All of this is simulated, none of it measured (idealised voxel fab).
process module | voxel transistor to metal
cross-section cut | 185 nm wide | cells 5 nm
A cross-section is a grid of square cells, given in bands from the top down. A band is one or more rows of cells.
Each band's line starts with the height of the band's top and of its bottom, in nm. Then come its materials from left to right, each with its width in nm. One material with "throughout" fills the band from edge to edge. "air" is empty space.
Height 0 is the level under which the wafer as received is all one material. The lowest band goes on downwards, as in "0 down".
A width such as "30 to 40" changes by the same amount from each row of cells to the next, from the band's top row to its bottom row.
"no change" after a step means that no cell of the cross-section changed.
closed voids: empty space of 8 cells or more with no open way to the top, each as width x height at its distance from the left edge, in nm
after a step's settings: what the simulator itself notes on the step
overlay nm, on a step with a mask: how far to the right of its planned place the mask lay; to the left if negative
plan
1 op RECEIVE | material Si
2 op CONFORMAL_DEP | material SiO2 | thk nm 5
3 op CONFORMAL_DEP | material SiN | thk nm 10
4 op PATTERN | tone cover | mask id ACTIVE | material resist | width nm 85 | thk nm 20 | overlay nm 0
5 op DIRECTIONAL_ETCH | etch materials SiN | depth nm 10
6 op DIRECTIONAL_ETCH | etch materials SiO2 | depth nm 5
7 op DIRECTIONAL_ETCH | etch materials Si | depth nm 20
8 op STRIP | etch materials resist
9 op OXIDIZE | depth nm 5
10 op FILL_DEP | material SiO2 | thk nm 15
11 op CMP | height nm 15
12 op SELECTIVE_ETCH | etch materials SiO2 | depth nm 5
13 op STRIP | etch materials SiN
14 op SELECTIVE_ETCH | etch materials SiO2 | depth nm 5
15 op OXIDIZE | depth nm 5
16 op DIRECTIONAL_DEP | material polySi | thk nm 25
17 op DIRECTIONAL_DEP | material SiCN | thk nm 15
18 op DIRECTIONAL_DEP | material aC | thk nm 10
19 op PATTERN | tone cover | mask id GATE | material resist | width nm 15 | thk nm 25 | overlay nm 0
20 op DIRECTIONAL_ETCH | etch materials aC | depth nm 10
21 op STRIP | etch materials resist
22 op DIRECTIONAL_ETCH | etch materials SiCN | depth nm 25
23 op DIRECTIONAL_ETCH | etch materials polySi | depth nm 35
24 op STRIP | etch materials aC
25 op CONFORMAL_DEP | material SiN | thk nm 10
26 op DIRECTIONAL_ETCH | etch materials SiN | depth nm 10
27 op DIRECTIONAL_ETCH | etch materials SiO2 | depth nm 5
28 op EPI | material SiGe | thk nm 5
29 op FILL_DEP | material SiO2 | thk nm 10
30 op CMP | height nm 40
31 op DIRECTIONAL_DEP | material SiO2 | thk nm 15
32 op MASKED_ETCH | tone open | mask id CONTACT | width nm 15 | pitch nm 60 | etch materials SiO2 | depth nm 55 | overlay nm 0
33 op CONFORMAL_DEP | material TiN | thk nm 5
34 op FILL_DEP | material W | thk nm 5
35 op CMP | height nm 55
36 op CONFORMAL_DEP | material SiCN | thk nm 5
37 op DIRECTIONAL_DEP | material SiO2 | thk nm 20
38 op PATTERN | tone open | mask id METAL_1 | material resist | width nm 15 | pitch nm 60 | thk nm 15 | overlay nm 0
39 op DIRECTIONAL_ETCH | etch materials SiO2 | depth nm 20
40 op DIRECTIONAL_ETCH | etch materials SiCN | depth nm 5
41 op STRIP | etch materials resist
42 op CONFORMAL_DEP | material TiN | thk nm 5
43 op FILL_DEP | material Cu | thk nm 5
44 op CMP | height nm 80
45 op CONFORMAL_DEP | material SiN | thk nm 5
first wafer, as planned
as received, after step 1
  0 down: Si throughout
  closed voids: none
after step 2
  5 to 0: SiO2 throughout
  below 0: unchanged
after step 3
  15 to 5: SiN throughout
  below 5: unchanged
after step 4
  35 to 15: air 50 | resist 85 | air 50
  below 15: unchanged
after step 5
  35 to 15: air 50 | resist 85 | air 50
  15 to 5: air 50 | SiN 85 | air 50
  below 5: unchanged
after step 6
  35 to 15: air 50 | resist 85 | air 50
  15 to 5: air 50 | SiN 85 | air 50
  5 to 0: air 50 | SiO2 85 | air 50
  below 0: unchanged
after step 7
  35 to 15: air 50 | resist 85 | air 50
  15 to 5: air 50 | SiN 85 | air 50
  5 to 0: air 50 | SiO2 85 | air 50
  0 to -20: air 50 | Si 85 | air 50
  below -20: unchanged
after step 8
  15 to 5: air 50 | SiN 85 | air 50
  below 5: unchanged
after step 9
  15 to 5: air 50 | SiN 85 | air 50
  5 to 0: air 50 | SiO2 85 | air 50
  0 to -20: air 50 | SiO2 5 | Si 75 | SiO2 5 | air 50
  -20 to -25: SiO2 55 | Si 75 | SiO2 55
  below -25: unchanged
after step 10
  30 to 15: SiO2 throughout
  15 to 5: SiO2 50 | SiN 85 | SiO2 50
  5 to 0: SiO2 throughout
  0 to -25: SiO2 55 | Si 75 | SiO2 55
  below -25: unchanged
after step 11
  15 to 5: SiO2 50 | SiN 85 | SiO2 50
  below 5: unchanged
after step 12
  15 to 10: air 50 | SiN 85 | air 50
  below 10: unchanged
after step 13
  10 to 5: SiO2 50 | air 85 | SiO2 50
  below 5: unchanged
after step 14
  5 to 0: SiO2 45 | air 95 | SiO2 45
  below 0: unchanged
after step 15
  5 to 0: SiO2 45 | air 95 | SiO2 45
  0 to -5: SiO2 throughout
  below -5: unchanged
after step 16
  30 to 25: polySi 45 | air 95 | polySi 45
  25 to 5: polySi throughout
  5 to 0: SiO2 45 | polySi 95 | SiO2 45
  below 0: unchanged
after step 17
  45 to 40: SiCN 45 | air 95 | SiCN 45
  40 to 30: SiCN throughout
  30 to 25: polySi 45 | SiCN 95 | polySi 45
  below 25: unchanged
after step 18
  55 to 50: aC 45 | air 95 | aC 45
  50 to 45: aC throughout
  45 to 40: SiCN 45 | aC 95 | SiCN 45
  below 40: unchanged
after step 19
  80 to 55: air 85 | resist 15 | air 85
  55 to 50: aC 45 | air 40 | resist 15 | air 40 | aC 45
  below 50: unchanged
after step 20
  70 to 50: air 85 | resist 15 | air 85
  50 to 45: air 85 | aC 15 | air 85
  45 to 40: SiCN 45 | air 40 | aC 15 | air 40 | SiCN 45
  below 40: unchanged
after step 21
  50 to 45: air 85 | aC 15 | air 85
  below 45: unchanged
after step 22
  50 to 40: air 85 | aC 15 | air 85
  40 to 30: air 85 | SiCN 15 | air 85
  30 to 25: polySi 45 | air 40 | SiCN 15 | air 40 | polySi 45
  below 25: unchanged
after step 23
  50 to 40: air 85 | aC 15 | air 85
  40 to 25: air 85 | SiCN 15 | air 85
  25 to 5: air 85 | polySi 15 | air 85
  5 to 0: SiO2 45 | air 40 | polySi 15 | air 40 | SiO2 45
  below 0: unchanged
after step 24
  40 to 25: air 85 | SiCN 15 | air 85
  below 25: unchanged
after step 25
  50 to 40: air 75 | SiN 35 | air 75
  40 to 25: air 75 | SiN 10 | SiCN 15 | SiN 10 | air 75
  25 to 15: air 75 | SiN 10 | polySi 15 | SiN 10 | air 75
  15 to 10: SiN 55 | air 20 | SiN 10 | polySi 15 | SiN 10 | air 20 | SiN 55
  10 to 5: SiN 85 | polySi 15 | SiN 85
  5 to 0: SiO2 45 | SiN 40 | polySi 15 | SiN 40 | SiO2 45
  below 0: unchanged
after step 26
  40 to 25: air 75 | SiN 10 | SiCN 15 | SiN 10 | air 75
  25 to 5: air 75 | SiN 10 | polySi 15 | SiN 10 | air 75
  5 to 0: SiO2 45 | SiN 10 | air 20 | SiN 10 | polySi 15 | SiN 10 | air 20 | SiN 10 | SiO2 45
  below 0: unchanged
after step 27
  40 to 25: air 75 | SiN 10 | SiCN 15 | SiN 10 | air 75
  25 to 5: air 75 | SiN 10 | polySi 15 | SiN 10 | air 75
  5 to 0: air 45 | SiN 10 | air 20 | SiN 10 | polySi 15 | SiN 10 | air 20 | SiN 10 | air 45
  0 to -5: SiO2 55 | air 20 | SiO2 35 | air 20 | SiO2 55
  below -5: unchanged
after step 28
  40 to 25: air 75 | SiN 10 | SiCN 15 | SiN 10 | air 75
  25 to 5: air 75 | SiN 10 | polySi 15 | SiN 10 | air 75
  5 to 0: air 45 | SiN 10 | air 20 | SiN 10 | polySi 15 | SiN 10 | air 20 | SiN 10 | air 45
  0 to -5: SiO2 55 | SiGe 20 | SiO2 35 | SiGe 20 | SiO2 55
  below -5: unchanged
after step 29
  50 to 40: SiO2 throughout
  40 to 25: SiO2 75 | SiN 10 | SiCN 15 | SiN 10 | SiO2 75
  25 to 5: SiO2 75 | SiN 10 | polySi 15 | SiN 10 | SiO2 75
  5 to 0: SiO2 45 | SiN 10 | SiO2 20 | SiN 10 | polySi 15 | SiN 10 | SiO2 20 | SiN 10 | SiO2 45
  below 0: unchanged
after step 30
  40 to 25: SiO2 75 | SiN 10 | SiCN 15 | SiN 10 | SiO2 75
  below 25: unchanged
after step 31
  55 to 40: SiO2 throughout
  below 40: unchanged
after step 32
  55 to 40: SiO2 55 | air 15 | SiO2 45 | air 15 | SiO2 55
  40 to 25: SiO2 55 | air 15 | SiO2 5 | SiN 10 | SiCN 15 | SiN 10 | SiO2 5 | air 15 | SiO2 55
  25 to 5: SiO2 55 | air 15 | SiO2 5 | SiN 10 | polySi 15 | SiN 10 | SiO2 5 | air 15 | SiO2 55
  5 to 0: SiO2 45 | SiN 10 | air 15 | SiO2 5 | SiN 10 | polySi 15 | SiN 10 | SiO2 5 | air 15 | SiN 10 | SiO2 45
  below 0: unchanged
after step 33
  60 to 55: TiN 60 | air 5 | TiN 55 | air 5 | TiN 60
  55 to 40: SiO2 55 | TiN 5 | air 5 | TiN 5 | SiO2 45 | TiN 5 | air 5 | TiN 5 | SiO2 55
  40 to 25: SiO2 55 | TiN 5 | air 5 | TiN 5 | SiO2 5 | SiN 10 | SiCN 15 | SiN 10 | SiO2 5 | TiN 5 | air 5 | TiN 5 | SiO2 55
  25 to 5: SiO2 55 | TiN 5 | air 5 | TiN 5 | SiO2 5 | SiN 10 | polySi 15 | SiN 10 | SiO2 5 | TiN 5 | air 5 | TiN 5 | SiO2 55
  5 to 0: SiO2 45 | SiN 10 | TiN 15 | SiO2 5 | SiN 10 | polySi 15 | SiN 10 | SiO2 5 | TiN 15 | SiN 10 | SiO2 45
  below 0: unchanged
after step 34
  65 to 60: W throughout
  60 to 55: TiN 60 | W 5 | TiN 55 | W 5 | TiN 60
  55 to 40: SiO2 55 | TiN 5 | W 5 | TiN 5 | SiO2 45 | TiN 5 | W 5 | TiN 5 | SiO2 55
  40 to 25: SiO2 55 | TiN 5 | W 5 | TiN 5 | SiO2 5 | SiN 10 | SiCN 15 | SiN 10 | SiO2 5 | TiN 5 | W 5 | TiN 5 | SiO2 55
  25 to 5: SiO2 55 | TiN 5 | W 5 | TiN 5 | SiO2 5 | SiN 10 | polySi 15 | SiN 10 | SiO2 5 | TiN 5 | W 5 | TiN 5 | SiO2 55
  below 5: unchanged
after step 35
  55 to 40: SiO2 55 | TiN 5 | W 5 | TiN 5 | SiO2 45 | TiN 5 | W 5 | TiN 5 | SiO2 55
  below 40: unchanged
after step 36
  60 to 55: SiCN throughout
  below 55: unchanged
after step 37
  80 to 60: SiO2 throughout
  below 60: unchanged
after step 38
  95 to 80: resist 55 | air 15 | resist 45 | air 15 | resist 55
  below 80: unchanged
after step 39
  95 to 80: resist 55 | air 15 | resist 45 | air 15 | resist 55
  80 to 60: SiO2 55 | air 15 | SiO2 45 | air 15 | SiO2 55
  below 60: unchanged
after step 40
  95 to 80: resist 55 | air 15 | resist 45 | air 15 | resist 55
  80 to 60: SiO2 55 | air 15 | SiO2 45 | air 15 | SiO2 55
  60 to 55: SiCN 55 | air 15 | SiCN 45 | air 15 | SiCN 55
  below 55: unchanged
after step 41
  80 to 60: SiO2 55 | air 15 | SiO2 45 | air 15 | SiO2 55
  below 60: unchanged
after step 42
  85 to 80: TiN 60 | air 5 | TiN 55 | air 5 | TiN 60
  80 to 60: SiO2 55 | TiN 5 | air 5 | TiN 5 | SiO2 45 | TiN 5 | air 5 | TiN 5 | SiO2 55
  60 to 55: SiCN 55 | TiN 15 | SiCN 45 | TiN 15 | SiCN 55
  below 55: unchanged
after step 43
  90 to 85: Cu throughout
  85 to 80: TiN 60 | Cu 5 | TiN 55 | Cu 5 | TiN 60
  80 to 60: SiO2 55 | TiN 5 | Cu 5 | TiN 5 | SiO2 45 | TiN 5 | Cu 5 | TiN 5 | SiO2 55
  below 60: unchanged
after step 44
  80 to 60: SiO2 55 | TiN 5 | Cu 5 | TiN 5 | SiO2 45 | TiN 5 | Cu 5 | TiN 5 | SiO2 55
  below 60: unchanged
after step 45
  85 to 80: SiN throughout
  below 80: unchanged
second wafer: like start, like plan, one mistake. Through step 37 it matches the first wafer
when step 38 should have ended
  95 to 80: resist 50 | air 25 | resist 35 | air 25 | resist 50
  below 80: unchanged
when step 39 should have ended
  95 to 80: resist 50 | air 25 | resist 35 | air 25 | resist 50
  80 to 60: SiO2 50 | air 25 | SiO2 35 | air 25 | SiO2 50
  below 60: unchanged
when step 40 should have ended
  95 to 80: resist 50 | air 25 | resist 35 | air 25 | resist 50
  80 to 60: SiO2 50 | air 25 | SiO2 35 | air 25 | SiO2 50
  60 to 55: SiCN 50 | air 25 | SiCN 35 | air 25 | SiCN 50
  below 55: unchanged
when step 41 should have ended
  80 to 60: SiO2 50 | air 25 | SiO2 35 | air 25 | SiO2 50
  below 60: unchanged
when step 42 should have ended
  85 to 80: TiN 55 | air 15 | TiN 45 | air 15 | TiN 55
  80 to 60: SiO2 50 | TiN 5 | air 15 | TiN 5 | SiO2 35 | TiN 5 | air 15 | TiN 5 | SiO2 50
  60 to 55: SiCN 50 | TiN 25 | SiCN 35 | TiN 25 | SiCN 50
  below 55: unchanged
when step 43 should have ended
  90 to 85: Cu throughout
  85 to 80: TiN 55 | Cu 15 | TiN 45 | Cu 15 | TiN 55
  80 to 60: SiO2 50 | TiN 5 | Cu 15 | TiN 5 | SiO2 35 | TiN 5 | Cu 15 | TiN 5 | SiO2 50
  below 60: unchanged
when step 44 should have ended
  80 to 60: SiO2 50 | TiN 5 | Cu 15 | TiN 5 | SiO2 35 | TiN 5 | Cu 15 | TiN 5 | SiO2 50
  below 60: unchanged
when step 45 should have ended
  85 to 80: SiN throughout
  below 80: unchanged
what went wrong: step 38 ran as: op PATTERN | tone open | mask id METAL_1 | material resist | width nm 25 | pitch nm 60 | thk nm 15 | overlay nm 0
at the end the second wafer has, in cells: 16 more of Cu | 4 fewer of SiCN | 16 fewer of SiO2 | 4 more of TiN
